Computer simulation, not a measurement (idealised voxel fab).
This is a process module. Its name is voxel gate over fins.
We display cut, a cross-section 260 nm in width whose square cells are each 5 nm.
Reading order for cross-sections: top band down to bottom band. Underlying form: a grid of square cells. Band size: one or more rows of cells. Within each band entry, the heights of the top and of the bottom of the band appear first, in that order and in nm; the materials of the band then follow from left to right, each with its corresponding width in nm. The designation "all across" on a single material indicates that it fills the band from edge to edge; the designation "air" indicates empty space. Where do heights start? At 0: under that level the wafer as delivered is made of one material only. And the lowest band has no floor; it just carries on downward, as in "z 0 and below". Width "30..40": first value at the band's top row of cells, second value at its bottom row, equal change from row to row. Where the words "no change" appear for a step, the cross-section shows no cell changed by that step; every cell remained as before. Closed-off voids of 8+ cells (no open route to the top) go in "Closed voids list", written width x height at distance from the left edge, in nm. That trailing text on a step's line, after the settings, is the simulator's own remark on the step. When a step includes a mask, the "overlay nm" setting on its line states how far to the right of its planned place that mask lay, and negative values state how far to the left. Pairs from here to the end. Each: cross-section before one process step, cross-section after it, the latter only as far down as the lowest band that changed. Under each: the step between, and its settings. Mind that the pairs may be taken from different runs of this module on the same starting wafer; whether a pair continues from the pair above depends on its entry headed "Pre-step", and it does only where that entry says so.

### Pre-step
z 0 and below | Si all across
Closed voids list: none

### As Processed
z 10 to 0 | SiN all across
Lower than 0, everything is as it was.
Closed voids list: none
Step between the pre-process and post-process cross-sections given above: CONFORMAL_DEP, material SiN, thk nm 10

Pre-step: The initial state for this step is given by the after cross-section of the immediately preceding pair.

### As Processed
z 10 to 0 | 75 air / 15 SiN / 30 air / 15 SiN / 30 air / 15 SiN / 80 air
Lower than 0, everything is as it was.
Closed voids list: none
Step between the pre-process and post-process cross-sections given above: MASKED_ETCH, tone cover, mask id FINS, width nm 15, pitch nm 45, etch materials SiN, depth nm 10, overlay nm 0

Pre-step: The initial state for this step is given by the after cross-section of the immediately preceding pair.

### As Processed
z 10 to 0 | 75 air / 15 SiN / 30 air / 15 SiN / 30 air / 15 SiN / 80 air
z 0 to -35 | 75 air / 15 Si / 30 air / 15 Si / 30 air / 15 Si / 80 air
Lower than -35, everything is as it was.
Closed voids list: none
Step between the pre-process and post-process cross-sections given above: MASKED_ETCH, tone cover, mask id FINS, width nm 15, pitch nm 45, etch materials Si, depth nm 35, overlay nm 0

Pre-step: The initial state for this step is given by the after cross-section of the immediately preceding pair.

### As Processed
z 10 to 0 | 75 air / 15 SiN / 30 air / 15 SiN / 30 air / 15 SiN / 80 air
z 0 to -35 | 75 air / 5 SiO2 / 5 Si / 5 SiO2 / 30 air / 5 SiO2 / 5 Si / 5 SiO2 / 30 air / 5 SiO2 / 5 Si / 5 SiO2 / 80 air
z -35 to -40 | 80 SiO2 / 5 Si / 40 SiO2 / 5 Si / 40 SiO2 / 5 Si / 85 SiO2
Lower than -40, everything is as it was.
Closed voids list: none
Step between the pre-process and post-process cross-sections given above: OXIDIZE, depth nm 5

Pre-step: The initial state for this step is given by the after cross-section of the immediately preceding pair.

### As Processed
z 25 to 10 | SiO2 all across
z 10 to 0 | 75 SiO2 / 15 SiN / 30 SiO2 / 15 SiN / 30 SiO2 / 15 SiN / 80 SiO2
z 0 to -40 | 80 SiO2 / 5 Si / 40 SiO2 / 5 Si / 40 SiO2 / 5 Si / 85 SiO2
Lower than -40, everything is as it was.
Closed voids list: none
Step between the pre-process and post-process cross-sections given above: FILL_DEP, material SiO2, thk nm 15

Pre-step: The initial state for this step is given by the after cross-section of the immediately preceding pair.

### As Processed
z 10 to 0 | 75 SiO2 / 15 SiN / 30 SiO2 / 15 SiN / 30 SiO2 / 15 SiN / 80 SiO2
Lower than 0, everything is as it was.
Closed voids list: none
Step between the pre-process and post-process cross-sections given above: CMP, height nm 10

Pre-step: The initial state for this step is given by the after cross-section of the immediately preceding pair.

### As Processed
z 10 to 0 | 75 air / 15 SiN / 30 air / 15 SiN / 30 air / 15 SiN / 80 air
z 0 to -10 | 80 air / 5 Si / 40 air / 5 Si / 40 air / 5 Si / 85 air
Lower than -10, everything is as it was.
Closed voids list: none
Step between the pre-process and post-process cross-sections given above: SELECTIVE_ETCH, etch materials SiO2, depth nm 20

Pre-step: The initial state for this step is given by the after cross-section of the immediately preceding pair.

### As Processed
z 0 to -10 | 80 air / 5 Si / 40 air / 5 Si / 40 air / 5 Si / 85 air
Lower than -10, everything is as it was.
Closed voids list: none
Step between the pre-process and post-process cross-sections given above: STRIP, etch materials SiN

Pre-step: The initial state for this step is given by the after cross-section of the immediately preceding pair.

### As Processed
z 5 to 0 | 75 air / 15 HfO2 / 30 air / 15 HfO2 / 30 air / 15 HfO2 / 80 air
z 0 to -5 | 75 air / 5 HfO2 / 5 Si / 5 HfO2 / 30 air / 5 HfO2 / 5 Si / 5 HfO2 / 30 air / 5 HfO2 / 5 Si / 5 HfO2 / 80 air
z -5 to -10 | 80 HfO2 / 5 Si / 40 HfO2 / 5 Si / 40 HfO2 / 5 Si / 85 HfO2
Lower than -10, everything is as it was.
Closed voids list: none
Step between the pre-process and post-process cross-sections given above: CONFORMAL_DEP, material HfO2, thk nm 5

Pre-step: The initial state for this step is given by the after cross-section of the immediately preceding pair.

### As Processed
z 10 to 5 | 70 air / 25 TiN / 20 air / 25 TiN / 20 air / 25 TiN / 75 air
z 5 to 0 | 70 air / 5 TiN / 15 HfO2 / 5 TiN / 20 air / 5 TiN / 15 HfO2 / 5 TiN / 20 air / 5 TiN / 15 HfO2 / 5 TiN / 75 air
z 0 to -5 | 75 TiN / 5 HfO2 / 5 Si / 5 HfO2 / 30 TiN / 5 HfO2 / 5 Si / 5 HfO2 / 30 TiN / 5 HfO2 / 5 Si / 5 HfO2 / 80 TiN
Lower than -5, everything is as it was.
Closed voids list: none
Step between the pre-process and post-process cross-sections given above: CONFORMAL_DEP, material TiN, thk nm 5

Pre-step: The initial state for this step is given by the after cross-section of the immediately preceding pair.

### As Processed
z 15 to 10 | 65 air / 35 TiAl / 10 air / 35 TiAl / 10 air / 35 TiAl / 70 air
z 10 to 5 | 65 air / 5 TiAl / 25 TiN / 5 TiAl / 10 air / 5 TiAl / 25 TiN / 5 TiAl / 10 air / 5 TiAl / 25 TiN / 5 TiAl / 70 air
z 5 to 0 | 70 TiAl / 5 TiN / 15 HfO2 / 5 TiN / 20 TiAl / 5 TiN / 15 HfO2 / 5 TiN / 20 TiAl / 5 TiN / 15 HfO2 / 5 TiN / 75 TiAl
Lower than 0, everything is as it was.
Closed voids list: none
Step between the pre-process and post-process cross-sections given above: CONFORMAL_DEP, material TiAl, thk nm 5

Pre-step: The initial state for this step is given by the after cross-section of the immediately preceding pair.

### As Processed
z 20 to 15 | 60 air / 135 TiN / 65 air
z 15 to 10 | 60 air / 5 TiN / 35 TiAl / 10 TiN / 35 TiAl / 10 TiN / 35 TiAl / 5 TiN / 65 air
z 10 to 5 | 65 TiN / 5 TiAl / 25 TiN / 5 TiAl / 10 TiN / 5 TiAl / 25 TiN / 5 TiAl / 10 TiN / 5 TiAl / 25 TiN / 5 TiAl / 70 TiN
Lower than 5, everything is as it was.
Closed voids list: none
Step between the pre-process and post-process cross-sections given above: CONFORMAL_DEP, material TiN, thk nm 5

Pre-step: The initial state for this step is given by the after cross-section of the immediately preceding pair.

### As Processed
z 35 to 20 | W all across
z 20 to 15 | 60 W / 135 TiN / 65 W
z 15 to 10 | 60 W / 5 TiN / 35 TiAl / 10 TiN / 35 TiAl / 10 TiN / 35 TiAl / 5 TiN / 65 W
Lower than 10, everything is as it was.
Closed voids list: none
Step between the pre-process and post-process cross-sections given above: FILL_DEP, material W, thk nm 15

Pre-step: The initial state for this step is given by the after cross-section of the immediately preceding pair.

### As Processed
z 30 to 20 | W all across
Lower than 20, everything is as it was.
Closed voids list: none
Step between the pre-process and post-process cross-sections given above: CMP, height nm 30

Pre-step: The initial state for this step is given by the after cross-section of the immediately preceding pair.

### As Processed
z 40 to 30 | SiN all across
Lower than 30, everything is as it was.
Closed voids list: none
Step between the pre-process and post-process cross-sections given above: CONFORMAL_DEP, material SiN, thk nm 10

### Pre-step
z 5 to 0 | 75 air / 15 HfO2 / 30 air / 15 HfO2 / 30 air / 15 HfO2 / 80 air
z 0 to -5 | 75 air / 5 HfO2 / 5 Si / 5 HfO2 / 30 air / 5 HfO2 / 5 Si / 5 HfO2 / 30 air / 5 HfO2 / 5 Si / 5 HfO2 / 80 air
z -5 to -10 | 80 HfO2 / 5 Si / 40 HfO2 / 5 Si / 40 HfO2 / 5 Si / 85 HfO2
z -10 to -40 | 80 SiO2 / 5 Si / 40 SiO2 / 5 Si / 40 SiO2 / 5 Si / 85 SiO2
z -40 and below | Si all across
Closed voids list: none

### As Processed
z 10 to 5 | 70 air / 25 TiAl / 20 air / 25 TiAl / 20 air / 25 TiAl / 75 air
z 5 to 0 | 70 air / 5 TiAl / 15 HfO2 / 5 TiAl / 20 air / 5 TiAl / 15 HfO2 / 5 TiAl / 20 air / 5 TiAl / 15 HfO2 / 5 TiAl / 75 air
z 0 to -5 | 75 TiAl / 5 HfO2 / 5 Si / 5 HfO2 / 30 TiAl / 5 HfO2 / 5 Si / 5 HfO2 / 30 TiAl / 5 HfO2 / 5 Si / 5 HfO2 / 80 TiAl
Lower than -5, everything is as it was.
Closed voids list: none
Step between the pre-process and post-process cross-sections given above: CONFORMAL_DEP, material TiAl, thk nm 5

Pre-step: The initial state for this step is given by the after cross-section of the immediately preceding pair.

### As Processed
z 15 to 10 | 65 air / 35 TiN / 10 air / 35 TiN / 10 air / 35 TiN / 70 air
z 10 to 5 | 65 air / 5 TiN / 25 TiAl / 5 TiN / 10 air / 5 TiN / 25 TiAl / 5 TiN / 10 air / 5 TiN / 25 TiAl / 5 TiN / 70 air
z 5 to 0 | 70 TiN / 5 TiAl / 15 HfO2 / 5 TiAl / 20 TiN / 5 TiAl / 15 HfO2 / 5 TiAl / 20 TiN / 5 TiAl / 15 HfO2 / 5 TiAl / 75 TiN
Lower than 0, everything is as it was.
Closed voids list: none
Step between the pre-process and post-process cross-sections given above: CONFORMAL_DEP, material TiN, thk nm 5

Pre-step: The initial state for this step is given by the after cross-section of the immediately preceding pair.

### As Processed
z 30 to 15 | W all across
z 15 to 10 | 65 W / 35 TiN / 10 W / 35 TiN / 10 W / 35 TiN / 70 W
z 10 to 5 | 65 W / 5 TiN / 25 TiAl / 5 TiN / 10 W / 5 TiN / 25 TiAl / 5 TiN / 10 W / 5 TiN / 25 TiAl / 5 TiN / 70 W
Lower than 5, everything is as it was.
Closed voids list: none
Step between the pre-process and post-process cross-sections given above: FILL_DEP, material W, thk nm 15

Pre-step: The initial state for this step is given by the after cross-section of the immediately preceding pair.

### As Processed
z 40 to 30 | SiN all across
Lower than 30, everything is as it was.
Closed voids list: none
Step between the pre-process and post-process cross-sections given above: CONFORMAL_DEP, material SiN, thk nm 10

### Pre-step
z 10 to 0 | 75 air / 15 SiN / 30 air / 15 SiN / 30 air / 15 SiN / 80 air
z 0 to -10 | 80 air / 5 Si / 40 air / 5 Si / 40 air / 5 Si / 85 air
z -10 to -40 | 80 SiO2 / 5 Si / 40 SiO2 / 5 Si / 40 SiO2 / 5 Si / 85 SiO2
z -40 and below | Si all across
Closed voids list: none

### As Processed
z 10 to 0 | 75 air / 15 SiN / 30 air / 15 SiN / 30 air / 15 SiN / 80 air
z 0 to -30 | 80 air / 5 Si / 40 air / 5 Si / 40 air / 5 Si / 85 air
Lower than -30, everything is as it was.
Closed voids list: none
Step between the pre-process and post-process cross-sections given above: SELECTIVE_ETCH, etch materials SiO2, depth nm 20

Pre-step: The initial state for this step is given by the after cross-section of the immediately preceding pair.

### As Processed
z 0 to -30 | 80 air / 5 Si / 40 air / 5 Si / 40 air / 5 Si / 85 air
Lower than -30, everything is as it was.
Closed voids list: none
Step between the pre-process and post-process cross-sections given above: STRIP, etch materials SiN

Pre-step: The initial state for this step is given by the after cross-section of the immediately preceding pair.

### As Processed
z 5 to 0 | 75 air / 15 HfO2 / 30 air / 15 HfO2 / 30 air / 15 HfO2 / 80 air
z 0 to -25 | 75 air / 5 HfO2 / 5 Si / 5 HfO2 / 30 air / 5 HfO2 / 5 Si / 5 HfO2 / 30 air / 5 HfO2 / 5 Si / 5 HfO2 / 80 air
z -25 to -30 | 80 HfO2 / 5 Si / 40 HfO2 / 5 Si / 40 HfO2 / 5 Si / 85 HfO2
Lower than -30, everything is as it was.
Closed voids list: none
Step between the pre-process and post-process cross-sections given above: CONFORMAL_DEP, material HfO2, thk nm 5

Pre-step: The initial state for this step is given by the after cross-section of the immediately preceding pair.

### As Processed
z 10 to 5 | 70 air / 25 TiN / 20 air / 25 TiN / 20 air / 25 TiN / 75 air
z 5 to 0 | 70 air / 5 TiN / 15 HfO2 / 5 TiN / 20 air / 5 TiN / 15 HfO2 / 5 TiN / 20 air / 5 TiN / 15 HfO2 / 5 TiN / 75 air
z 0 to -20 | 70 air / 5 TiN / 5 HfO2 / 5 Si / 5 HfO2 / 5 TiN / 20 air / 5 TiN / 5 HfO2 / 5 Si / 5 HfO2 / 5 TiN / 20 air / 5 TiN / 5 HfO2 / 5 Si / 5 HfO2 / 5 TiN / 75 air
z -20 to -25 | 75 TiN / 5 HfO2 / 5 Si / 5 HfO2 / 30 TiN / 5 HfO2 / 5 Si / 5 HfO2 / 30 TiN / 5 HfO2 / 5 Si / 5 HfO2 / 80 TiN
Lower than -25, everything is as it was.
Closed voids list: none
Step between the pre-process and post-process cross-sections given above: CONFORMAL_DEP, material TiN, thk nm 5

Pre-step: The initial state for this step is given by the after cross-section of the immediately preceding pair.

### As Processed
z 15 to 10 | 65 air / 35 TiAl / 10 air / 35 TiAl / 10 air / 35 TiAl / 70 air
z 10 to 5 | 65 air / 5 TiAl / 25 TiN / 5 TiAl / 10 air / 5 TiAl / 25 TiN / 5 TiAl / 10 air / 5 TiAl / 25 TiN / 5 TiAl / 70 air
z 5 to 0 | 65 air / 5 TiAl / 5 TiN / 15 HfO2 / 5 TiN / 5 TiAl / 10 air / 5 TiAl / 5 TiN / 15 HfO2 / 5 TiN / 5 TiAl / 10 air / 5 TiAl / 5 TiN / 15 HfO2 / 5 TiN / 5 TiAl / 70 air
z 0 to -15 | 65 air / 5 TiAl / 5 TiN / 5 HfO2 / 5 Si / 5 HfO2 / 5 TiN / 5 TiAl / 10 air / 5 TiAl / 5 TiN / 5 HfO2 / 5 Si / 5 HfO2 / 5 TiN / 5 TiAl / 10 air / 5 TiAl / 5 TiN / 5 HfO2 / 5 Si / 5 HfO2 / 5 TiN / 5 TiAl / 70 air
z -15 to -20 | 70 TiAl / 5 TiN / 5 HfO2 / 5 Si / 5 HfO2 / 5 TiN / 20 TiAl / 5 TiN / 5 HfO2 / 5 Si / 5 HfO2 / 5 TiN / 20 TiAl / 5 TiN / 5 HfO2 / 5 Si / 5 HfO2 / 5 TiN / 75 TiAl
Lower than -20, everything is as it was.
Closed voids list: none
Step between the pre-process and post-process cross-sections given above: CONFORMAL_DEP, material TiAl, thk nm 5

Pre-step: The initial state for this step is given by the after cross-section of the immediately preceding pair.

### As Processed
z 20 to 15 | 60 air / 135 TiN / 65 air
z 15 to 10 | 60 air / 5 TiN / 35 TiAl / 10 TiN / 35 TiAl / 10 TiN / 35 TiAl / 5 TiN / 65 air
z 10 to 5 | 60 air / 5 TiN / 5 TiAl / 25 TiN / 5 TiAl / 10 TiN / 5 TiAl / 25 TiN / 5 TiAl / 10 TiN / 5 TiAl / 25 TiN / 5 TiAl / 5 TiN / 65 air
z 5 to 0 | 60 air / 5 TiN / 5 TiAl / 5 TiN / 15 HfO2 / 5 TiN / 5 TiAl / 10 TiN / 5 TiAl / 5 TiN / 15 HfO2 / 5 TiN / 5 TiAl / 10 TiN / 5 TiAl / 5 TiN / 15 HfO2 / 5 TiN / 5 TiAl / 5 TiN / 65 air
z 0 to -10 | 60 air / 5 TiN / 5 TiAl / 5 TiN / 5 HfO2 / 5 Si / 5 HfO2 / 5 TiN / 5 TiAl / 10 TiN / 5 TiAl / 5 TiN / 5 HfO2 / 5 Si / 5 HfO2 / 5 TiN / 5 TiAl / 10 TiN / 5 TiAl / 5 TiN / 5 HfO2 / 5 Si / 5 HfO2 / 5 TiN / 5 TiAl / 5 TiN / 65 air
z -10 to -15 | 65 TiN / 5 TiAl / 5 TiN / 5 HfO2 / 5 Si / 5 HfO2 / 5 TiN / 5 TiAl / 10 TiN / 5 TiAl / 5 TiN / 5 HfO2 / 5 Si / 5 HfO2 / 5 TiN / 5 TiAl / 10 TiN / 5 TiAl / 5 TiN / 5 HfO2 / 5 Si / 5 HfO2 / 5 TiN / 5 TiAl / 70 TiN
Lower than -15, everything is as it was.
Closed voids list: none
Step between the pre-process and post-process cross-sections given above: CONFORMAL_DEP, material TiN, thk nm 5

Pre-step: The initial state for this step is given by the after cross-section of the immediately preceding pair.

### As Processed
z 35 to 20 | W all across
z 20 to 15 | 60 W / 135 TiN / 65 W
z 15 to 10 | 60 W / 5 TiN / 35 TiAl / 10 TiN / 35 TiAl / 10 TiN / 35 TiAl / 5 TiN / 65 W
z 10 to 5 | 60 W / 5 TiN / 5 TiAl / 25 TiN / 5 TiAl / 10 TiN / 5 TiAl / 25 TiN / 5 TiAl / 10 TiN / 5 TiAl / 25 TiN / 5 TiAl / 5 TiN / 65 W
z 5 to 0 | 60 W / 5 TiN / 5 TiAl / 5 TiN / 15 HfO2 / 5 TiN / 5 TiAl / 10 TiN / 5 TiAl / 5 TiN / 15 HfO2 / 5 TiN / 5 TiAl / 10 TiN / 5 TiAl / 5 TiN / 15 HfO2 / 5 TiN / 5 TiAl / 5 TiN / 65 W
z 0 to -10 | 60 W / 5 TiN / 5 TiAl / 5 TiN / 5 HfO2 / 5 Si / 5 HfO2 / 5 TiN / 5 TiAl / 10 TiN / 5 TiAl / 5 TiN / 5 HfO2 / 5 Si / 5 HfO2 / 5 TiN / 5 TiAl / 10 TiN / 5 TiAl / 5 TiN / 5 HfO2 / 5 Si / 5 HfO2 / 5 TiN / 5 TiAl / 5 TiN / 65 W
Lower than -10, everything is as it was.
Closed voids list: none
Step between the pre-process and post-process cross-sections given above: FILL_DEP, material W, thk nm 15

Pre-step: The initial state for this step is given by the after cross-section of the immediately preceding pair.

### As Processed
z 30 to 20 | W all across
Lower than 20, everything is as it was.
Closed voids list: none
Step between the pre-process and post-process cross-sections given above: CMP, height nm 30

Pre-step: The initial state for this step is given by the after cross-section of the immediately preceding pair.

### As Processed
z 40 to 30 | SiN all across
Lower than 30, everything is as it was.
Closed voids list: none
Step between the pre-process and post-process cross-sections given above: CONFORMAL_DEP, material SiN, thk nm 10

### Pre-step
z 10 to 0 | 75 SiO2 / 15 SiN / 30 SiO2 / 15 SiN / 30 SiO2 / 15 SiN / 80 SiO2
z 0 to -40 | 80 SiO2 / 5 Si / 40 SiO2 / 5 Si / 40 SiO2 / 5 Si / 85 SiO2
z -40 and below | Si all across
Closed voids list: none

### As Processed
z 10 to 0 | 75 SiO2 / 15 air / 30 SiO2 / 15 air / 30 SiO2 / 15 air / 80 SiO2
Lower than 0, everything is as it was.
Closed voids list: none
Step between the pre-process and post-process cross-sections given above: STRIP, etch materials SiN

Pre-step: The initial state for this step is given by the after cross-section of the immediately preceding pair.

### As Processed
z 0 to -10 | 80 air / 5 Si / 40 air / 5 Si / 40 air / 5 Si / 85 air
z -10 to -20 | 55 SiO2 / 25 air / 5 Si / 40 air / 5 Si / 40 air / 5 Si / 25 air / 60 SiO2
Lower than -20, everything is as it was.
Closed voids list: none
Step between the pre-process and post-process cross-sections given above: SELECTIVE_ETCH, etch materials SiO2, depth nm 20

Pre-step: The initial state for this step is given by the after cross-section of the immediately preceding pair.

### As Processed
z 5 to 0 | 75 air / 15 HfO2 / 30 air / 15 HfO2 / 30 air / 15 HfO2 / 80 air
z 0 to -5 | 75 air / 5 HfO2 / 5 Si / 5 HfO2 / 30 air / 5 HfO2 / 5 Si / 5 HfO2 / 30 air / 5 HfO2 / 5 Si / 5 HfO2 / 80 air
z -5 to -10 | 60 HfO2 / 15 air / 5 HfO2 / 5 Si / 5 HfO2 / 30 air / 5 HfO2 / 5 Si / 5 HfO2 / 30 air / 5 HfO2 / 5 Si / 5 HfO2 / 15 air / 65 HfO2
z -10 to -15 | 55 SiO2 / 5 HfO2 / 15 air / 5 HfO2 / 5 Si / 5 HfO2 / 30 air / 5 HfO2 / 5 Si / 5 HfO2 / 30 air / 5 HfO2 / 5 Si / 5 HfO2 / 15 air / 5 HfO2 / 60 SiO2
z -15 to -20 | 55 SiO2 / 25 HfO2 / 5 Si / 40 HfO2 / 5 Si / 40 HfO2 / 5 Si / 25 HfO2 / 60 SiO2
Lower than -20, everything is as it was.
Closed voids list: none
Step between the pre-process and post-process cross-sections given above: CONFORMAL_DEP, material HfO2, thk nm 5

Pre-step: The initial state for this step is given by the after cross-section of the immediately preceding pair.

### As Processed
z 10 to 5 | 70 air / 25 TiN / 20 air / 25 TiN / 20 air / 25 TiN / 75 air
z 5 to 0 | 70 air / 5 TiN / 15 HfO2 / 5 TiN / 20 air / 5 TiN / 15 HfO2 / 5 TiN / 20 air / 5 TiN / 15 HfO2 / 5 TiN / 75 air
z 0 to -5 | 65 TiN / 5 air / 5 TiN / 5 HfO2 / 5 Si / 5 HfO2 / 5 TiN / 20 air / 5 TiN / 5 HfO2 / 5 Si / 5 HfO2 / 5 TiN / 20 air / 5 TiN / 5 HfO2 / 5 Si / 5 HfO2 / 5 TiN / 5 air / 70 TiN
z -5 to -10 | 60 HfO2 / 5 TiN / 5 air / 5 TiN / 5 HfO2 / 5 Si / 5 HfO2 / 5 TiN / 20 air / 5 TiN / 5 HfO2 / 5 Si / 5 HfO2 / 5 TiN / 20 air / 5 TiN / 5 HfO2 / 5 Si / 5 HfO2 / 5 TiN / 5 air / 5 TiN / 65 HfO2
z -10 to -15 | 55 SiO2 / 5 HfO2 / 15 TiN / 5 HfO2 / 5 Si / 5 HfO2 / 30 TiN / 5 HfO2 / 5 Si / 5 HfO2 / 30 TiN / 5 HfO2 / 5 Si / 5 HfO2 / 15 TiN / 5 HfO2 / 60 SiO2
Lower than -15, everything is as it was.
Closed voids list: none
Step between the pre-process and post-process cross-sections given above: CONFORMAL_DEP, material TiN, thk nm 5

Pre-step: The initial state for this step is given by the after cross-section of the immediately preceding pair.

### As Processed
z 15 to 10 | 65 air / 35 TiAl / 10 air / 35 TiAl / 10 air / 35 TiAl / 70 air
z 10 to 5 | 65 air / 5 TiAl / 25 TiN / 5 TiAl / 10 air / 5 TiAl / 25 TiN / 5 TiAl / 10 air / 5 TiAl / 25 TiN / 5 TiAl / 70 air
z 5 to 0 | 70 TiAl / 5 TiN / 15 HfO2 / 5 TiN / 5 TiAl / 10 air / 5 TiAl / 5 TiN / 15 HfO2 / 5 TiN / 5 TiAl / 10 air / 5 TiAl / 5 TiN / 15 HfO2 / 5 TiN / 75 TiAl
z 0 to -5 | 65 TiN / 5 TiAl / 5 TiN / 5 HfO2 / 5 Si / 5 HfO2 / 5 TiN / 5 TiAl / 10 air / 5 TiAl / 5 TiN / 5 HfO2 / 5 Si / 5 HfO2 / 5 TiN / 5 TiAl / 10 air / 5 TiAl / 5 TiN / 5 HfO2 / 5 Si / 5 HfO2 / 5 TiN / 5 TiAl / 70 TiN
z -5 to -10 | 60 HfO2 / 5 TiN / 5 TiAl / 5 TiN / 5 HfO2 / 5 Si / 5 HfO2 / 5 TiN / 20 TiAl / 5 TiN / 5 HfO2 / 5 Si / 5 HfO2 / 5 TiN / 20 TiAl / 5 TiN / 5 HfO2 / 5 Si / 5 HfO2 / 5 TiN / 5 TiAl / 5 TiN / 65 HfO2
Lower than -10, everything is as it was.
Closed voids list: none
Step between the pre-process and post-process cross-sections given above: CONFORMAL_DEP, material TiAl, thk nm 5

Pre-step: The initial state for this step is given by the after cross-section of the immediately preceding pair.

### As Processed
z 20 to 15 | 60 air / 135 TiN / 65 air
z 15 to 10 | 60 air / 5 TiN / 35 TiAl / 10 TiN / 35 TiAl / 10 TiN / 35 TiAl / 5 TiN / 65 air
z 10 to 5 | 65 TiN / 5 TiAl / 25 TiN / 5 TiAl / 10 TiN / 5 TiAl / 25 TiN / 5 TiAl / 10 TiN / 5 TiAl / 25 TiN / 5 TiAl / 70 TiN
z 5 to 0 | 70 TiAl / 5 TiN / 15 HfO2 / 5 TiN / 5 TiAl / 10 TiN / 5 TiAl / 5 TiN / 15 HfO2 / 5 TiN / 5 TiAl / 10 TiN / 5 TiAl / 5 TiN / 15 HfO2 / 5 TiN / 75 TiAl
z 0 to -5 | 65 TiN / 5 TiAl / 5 TiN / 5 HfO2 / 5 Si / 5 HfO2 / 5 TiN / 5 TiAl / 10 TiN / 5 TiAl / 5 TiN / 5 HfO2 / 5 Si / 5 HfO2 / 5 TiN / 5 TiAl / 10 TiN / 5 TiAl / 5 TiN / 5 HfO2 / 5 Si / 5 HfO2 / 5 TiN / 5 TiAl / 70 TiN
Lower than -5, everything is as it was.
Closed voids list: none
Step between the pre-process and post-process cross-sections given above: CONFORMAL_DEP, material TiN, thk nm 5

Pre-step: The initial state for this step is given by the after cross-section of the immediately preceding pair.

### As Processed
z 35 to 20 | W all across
z 20 to 15 | 60 W / 135 TiN / 65 W
z 15 to 10 | 60 W / 5 TiN / 35 TiAl / 10 TiN / 35 TiAl / 10 TiN / 35 TiAl / 5 TiN / 65 W
Lower than 10, everything is as it was.
Closed voids list: none
Step between the pre-process and post-process cross-sections given above: FILL_DEP, material W, thk nm 15

Pre-step: The initial state for this step is given by the after cross-section of the immediately preceding pair.

### As Processed
z 30 to 20 | W all across
Lower than 20, everything is as it was.
Closed voids list: none
Step between the pre-process and post-process cross-sections given above: CMP, height nm 30

Pre-step: The initial state for this step is given by the after cross-section of the immediately preceding pair.

### As Processed
z 40 to 30 | SiN all across
Lower than 30, everything is as it was.
Closed voids list: none
Step between the pre-process and post-process cross-sections given above: CONFORMAL_DEP, material SiN, thk nm 10

### Pre-step
z 5 to 0 | 75 air / 15 HfO2 / 30 air / 15 HfO2 / 30 air / 15 HfO2 / 80 air
z 0 to -5 | 75 air / 5 HfO2 / 5 Si / 5 HfO2 / 30 air / 5 HfO2 / 5 Si / 5 HfO2 / 30 air / 5 HfO2 / 5 Si / 5 HfO2 / 80 air
z -5 to -10 | 80 HfO2 / 5 Si / 40 HfO2 / 5 Si / 40 HfO2 / 5 Si / 85 HfO2
z -10 to -40 | 80 SiO2 / 5 Si / 40 SiO2 / 5 Si / 40 SiO2 / 5 Si / 85 SiO2
z -40 and below | Si all across
Closed voids list: none

### As Processed
z 20 to 10 | 60 air / 135 TiN / 65 air
z 10 to 5 | TiN all across
z 5 to 0 | 75 TiN / 15 HfO2 / 30 TiN / 15 HfO2 / 30 TiN / 15 HfO2 / 80 TiN
z 0 to -5 | 75 TiN / 5 HfO2 / 5 Si / 5 HfO2 / 30 TiN / 5 HfO2 / 5 Si / 5 HfO2 / 30 TiN / 5 HfO2 / 5 Si / 5 HfO2 / 80 TiN
Lower than -5, everything is as it was.
Closed voids list: none
Step between the pre-process and post-process cross-sections given above: CONFORMAL_DEP, material TiN, thk nm 15

Pre-step: The initial state for this step is given by the after cross-section of the immediately preceding pair.

### As Processed
z 25 to 20 | 55 air / 145 TiAl / 60 air
z 20 to 15 | 55 air / 5 TiAl / 135 TiN / 5 TiAl / 60 air
z 15 to 10 | 60 TiAl / 135 TiN / 65 TiAl
Lower than 10, everything is as it was.
Closed voids list: none
Step between the pre-process and post-process cross-sections given above: CONFORMAL_DEP, material TiAl, thk nm 5

Pre-step: The initial state for this step is given by the after cross-section of the immediately preceding pair.

### As Processed
z 30 to 25 | 50 air / 155 TiN / 55 air
z 25 to 20 | 50 air / 5 TiN / 145 TiAl / 5 TiN / 55 air
z 20 to 15 | 55 TiN / 5 TiAl / 135 TiN / 5 TiAl / 60 TiN
Lower than 15, everything is as it was.
Closed voids list: none
Step between the pre-process and post-process cross-sections given above: CONFORMAL_DEP, material TiN, thk nm 5

Pre-step: The initial state for this step is given by the after cross-section of the immediately preceding pair.

### As Processed
z 45 to 30 | W all across
z 30 to 25 | 50 W / 155 TiN / 55 W
z 25 to 20 | 50 W / 5 TiN / 145 TiAl / 5 TiN / 55 W
Lower than 20, everything is as it was.
Closed voids list: none
Step between the pre-process and post-process cross-sections given above: FILL_DEP, material W, thk nm 15

Pre-step: The initial state for this step is given by the after cross-section of the immediately preceding pair.

### As Processed
z 30 to 25 | 50 W / 155 TiN / 55 W
Lower than 25, everything is as it was.
Closed voids list: none
Step between the pre-process and post-process cross-sections given above: CMP, height nm 30

Pre-step: The initial state for this step is given by the after cross-section of the immediately preceding pair.

### As Processed
z 40 to 30 | SiN all across
Lower than 30, everything is as it was.
Closed voids list: none
Step between the pre-process and post-process cross-sections given above: CONFORMAL_DEP, material SiN, thk nm 10

### Pre-step
z 10 to 0 | 75 air / 15 SiN / 30 air / 15 SiN / 30 air / 15 SiN / 80 air
z 0 and below | Si all across
Closed voids list: none

### As Processed
z 10 to 0 | 75 air / 15 SiN / 30 air / 15 SiN / 30 air / 15 SiN / 80 air
z 0 to -35 | 70 air / 25 Si / 20 air / 25 Si / 20 air / 25 Si / 75 air
Lower than -35, everything is as it was.
Closed voids list: none
Step between the pre-process and post-process cross-sections given above: MASKED_ETCH, tone cover, mask id FINS, width nm 25, pitch nm 45, etch materials Si, depth nm 35, overlay nm 0

Pre-step: The initial state for this step is given by the after cross-section of the immediately preceding pair.

### As Processed
z 10 to 0 | 75 air / 15 SiN / 30 air / 15 SiN / 30 air / 15 SiN / 80 air
z 0 to -5 | 70 air / 10 SiO2 / 5 Si / 10 SiO2 / 20 air / 10 SiO2 / 5 Si / 10 SiO2 / 20 air / 10 SiO2 / 5 Si / 10 SiO2 / 75 air
z -5 to -35 | 70 air / 5 SiO2 / 15 Si / 5 SiO2 / 20 air / 5 SiO2 / 15 Si / 5 SiO2 / 20 air / 5 SiO2 / 15 Si / 5 SiO2 / 75 air
z -35 to -40 | 75 SiO2 / 15 Si / 30 SiO2 / 15 Si / 30 SiO2 / 15 Si / 80 SiO2
Lower than -40, everything is as it was.
Closed voids list: none
Step between the pre-process and post-process cross-sections given above: OXIDIZE, depth nm 5
